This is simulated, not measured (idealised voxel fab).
process module | voxel double patterning
cross-section cut | 160 nm wide | cells 5 nm
A cross-section is a grid of square cells, given in bands from the top down. A band is one or more rows of cells.
Each band's line starts with the height of the band's top and of its bottom, in nm. Then come its materials from left to right, each with its width in nm. One material with "throughout" fills the band from edge to edge. "air" is empty space.
Height 0 is the level under which the wafer as received is all one material. The lowest band goes on downwards, as in "0 down".
A width such as "30 to 40" changes by the same amount from each row of cells to the next, from the band's top row to its bottom row.
"no change" after a step means that no cell of the cross-section changed.
closed voids: empty space of 8 cells or more with no open way to the top, each as width x height at its distance from the left edge, in nm
after a step's settings: what the simulator itself notes on the step
overlay nm, on a step with a mask: how far to the right of its planned place the mask lay; to the left if negative
plan
1 op RECEIVE | material Si
2 op CONFORMAL_DEP | material SiO2 | thk nm 10
3 op DIRECTIONAL_DEP | material W | thk nm 10
4 op DIRECTIONAL_DEP | material SiN | thk nm 5
5 op DIRECTIONAL_DEP | material aC | thk nm 15
6 op PATTERN | tone open | mask id FIRST | material resist | width nm 15 | pitch nm 50 | thk nm 35 | overlay nm 0
7 op DIRECTIONAL_ETCH | etch materials aC | depth nm 15
8 op STRIP | etch materials resist
9 op DIRECTIONAL_ETCH | etch materials SiN | depth nm 5
10 op STRIP | etch materials aC
11 op DIRECTIONAL_DEP | material aC | thk nm 10
12 op PATTERN | tone open | mask id SECOND | material resist | width nm 15 | thk nm 30 | overlay nm 0
13 op DIRECTIONAL_ETCH | etch materials aC | depth nm 10
14 op STRIP | etch materials resist
15 op DIRECTIONAL_ETCH | etch materials SiN | depth nm 5
16 op STRIP | etch materials aC
17 op DIRECTIONAL_ETCH | etch materials W | depth nm 10
18 op STRIP | etch materials SiN
first wafer, as planned
as received, after step 1
  0 down: Si throughout
  closed voids: none
after step 2
  10 to 0: SiO2 throughout
  below 0: unchanged
after step 3
  20 to 10: W throughout
  below 10: unchanged
after step 4
  25 to 20: SiN throughout
  below 20: unchanged
after step 5
  40 to 25: aC throughout
  below 25: unchanged
after step 6
  75 to 40: resist 45 | air 15 | resist 35 | air 15 | resist 50
  below 40: unchanged
after step 7
  60 to 40: resist 45 | air 15 | resist 35 | air 15 | resist 50
  40 to 25: aC 45 | air 15 | aC 35 | air 15 | aC 50
  below 25: unchanged
after step 8
  40 to 25: aC 45 | air 15 | aC 35 | air 15 | aC 50
  below 25: unchanged
after step 9
  40 to 25: aC 45 | air 15 | aC 35 | air 15 | aC 50
  25 to 20: SiN 45 | air 15 | SiN 35 | air 15 | SiN 50
  below 20: unchanged
after step 10
  25 to 20: SiN 45 | air 15 | SiN 35 | air 15 | SiN 50
  below 20: unchanged
after step 11
  35 to 30: aC 45 | air 15 | aC 35 | air 15 | aC 50
  30 to 25: aC throughout
  25 to 20: SiN 45 | aC 15 | SiN 35 | aC 15 | SiN 50
  below 20: unchanged
after step 12
  65 to 35: resist 70 | air 15 | resist 75
  35 to 30: aC 45 | resist 15 | aC 35 | resist 15 | aC 50
  below 30: unchanged
after step 13
  55 to 35: resist 70 | air 15 | resist 75
  35 to 30: aC 45 | resist 15 | aC 10 | air 15 | aC 10 | resist 15 | aC 50
  30 to 25: aC 70 | air 15 | aC 75
  below 25: unchanged
after step 14
  35 to 30: aC 45 | air 15 | aC 10 | air 15 | aC 10 | air 15 | aC 50
  below 30: unchanged
after step 15
  35 to 30: aC 45 | air 15 | aC 10 | air 15 | aC 10 | air 15 | aC 50
  30 to 25: aC 70 | air 15 | aC 75
  25 to 20: SiN 45 | aC 15 | SiN 10 | air 15 | SiN 10 | aC 15 | SiN 50
  below 20: unchanged
after step 16
  25 to 20: SiN 45 | air 15 | SiN 10 | air 15 | SiN 10 | air 15 | SiN 50
  below 20: unchanged
after step 17
  25 to 20: SiN 45 | air 15 | SiN 10 | air 15 | SiN 10 | air 15 | SiN 50
  20 to 10: W 45 | air 15 | W 10 | air 15 | W 10 | air 15 | W 50
  below 10: unchanged
after step 18
  20 to 10: W 45 | air 15 | W 10 | air 15 | W 10 | air 15 | W 50
  below 10: unchanged
second wafer: like start, like plan, one mistake. Through step 5 it matches the first wafer
when step 6 should have ended
  75 to 40: air 45 | resist 15 | air 35 | resist 15 | air 50
  below 40: unchanged
when step 7 should have ended
  60 to 40: air 45 | resist 15 | air 35 | resist 15 | air 50
  40 to 25: air 45 | aC 15 | air 35 | aC 15 | air 50
  below 25: unchanged
when step 8 should have ended
  40 to 25: air 45 | aC 15 | air 35 | aC 15 | air 50
  below 25: unchanged
when step 9 should have ended
  40 to 25: air 45 | aC 15 | air 35 | aC 15 | air 50
  25 to 20: air 45 | SiN 15 | air 35 | SiN 15 | air 50
  below 20: unchanged
when step 10 should have ended
  25 to 20: air 45 | SiN 15 | air 35 | SiN 15 | air 50
  below 20: unchanged
when step 11 should have ended
  35 to 30: air 45 | aC 15 | air 35 | aC 15 | air 50
  30 to 25: aC throughout
  25 to 20: aC 45 | SiN 15 | aC 35 | SiN 15 | aC 50
  below 20: unchanged
when step 12 should have ended
  65 to 35: resist 70 | air 15 | resist 75
  35 to 30: resist 45 | aC 15 | resist 10 | air 15 | resist 10 | aC 15 | resist 50
  below 30: unchanged
when step 13 should have ended
  55 to 35: resist 70 | air 15 | resist 75
  35 to 30: resist 45 | aC 15 | resist 10 | air 15 | resist 10 | aC 15 | resist 50
  30 to 25: aC 70 | air 15 | aC 75
  25 to 20: aC 45 | SiN 15 | aC 10 | air 15 | aC 10 | SiN 15 | aC 50
  below 20: unchanged
when step 14 should have ended
  35 to 30: air 45 | aC 15 | air 35 | aC 15 | air 50
  below 30: unchanged
when step 15 should have ended: no change
when step 16 should have ended
  25 to 20: air 45 | SiN 15 | air 35 | SiN 15 | air 50
  below 20: unchanged
when step 17 should have ended
  25 to 20: air 45 | SiN 15 | air 35 | SiN 15 | air 50
  20 to 10: air 45 | W 15 | air 35 | W 15 | air 50
  below 10: unchanged
when step 18 should have ended
  20 to 10: air 45 | W 15 | air 35 | W 15 | air 50
  below 10: unchanged
what went wrong: step 6 ran as: op PATTERN | tone cover | mask id FIRST | material resist | width nm 15 | pitch nm 50 | thk nm 35 | overlay nm 0
at the end the second wafer has, in cells: 34 fewer of W
